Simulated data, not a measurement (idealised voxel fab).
You're looking at the process module voxel local oxidation.
Cross-section cut spans 220 nm and uses square cells 5 nm in size.
If you're reading a cross-section in this doc, picture square cells in a grid; it comes to you as bands, top ones listed first down to the bottom, and a band can be one or more rows of cells.
Basically the band line says how high the top is and how high the bottom is, in nm, and then what's in it from left to right, every material with its width in nm. Empty space shows up as "blank", and if a single material carries "full width" it runs the full band edge to edge.
The reference from which all heights are counted is 0, the level beneath which the as-received wafer is entirely one material; the lowest band, having no lower bound, proceeds downward and is written after the example "from 0 down".
It should be noted that a width expressed as "30->40" varies in equal increments from row to row of cells within the band, taking the value of the first number at the top row and that of the second number at the bottom row.
Where the words "remained unchanged" appear for a step, the cross-section shows no cell changed by that step; every cell remained as before.
The entry "Encapsulated voids" lists the empty spaces that cover at least 8 cells and have no open path to the top. Each is written as width x height at distance, where the distance is measured from the left edge and all three values are in nm.
Formally, on a step line, whatever follows the settings is a remark that the simulator itself makes on the step.
"overlay nm" on a masked step: distance the mask lay right of its planned place, negative for left.
Intended process steps
step 1: RECEIVE [material Si]
step 2: OXIDIZE [depth nm 5]
step 3: CONFORMAL_DEP [material SiN] [thk nm 15]
step 4: PATTERN [tone cover] [mask id ACTIVE] [material resist] [width nm 110] [thk nm 15] [overlay nm 0]
step 5: DIRECTIONAL_ETCH [etch materials SiN] [depth nm 15]
step 6: STRIP [etch materials resist]
step 7: SELECTIVE_ETCH [etch materials SiO2] [depth nm 5]
step 8: OXIDIZE [depth nm 5]
step 9: STRIP [etch materials SiN]
Quick note for whoever runs this: the wafers start identical, but the depth nm at step 8 isn't the same across them. The plan just shows what the first wafer had.
The first of several wafers, as received after step 1, seen in section
* from 0 down = Si full width
* Encapsulated voids: none
Heads up, this table goes wafer by wafer. A row tells you, at the end of the module, how many cells of each material that wafer has put on (+) or dropped (-) since it was received, and then its closed voids
depth nm 5, -70 Si, +46 SiO2, Encapsulated voids: none
depth nm 10, -100 Si, +76 SiO2, Encapsulated voids: none
depth nm 15, -134 Si, +110 SiO2, Encapsulated voids: none
depth nm 20, -172 Si, +148 SiO2, Encapsulated voids: none
depth nm 25, -214 Si, +190 SiO2, Encapsulated voids: none
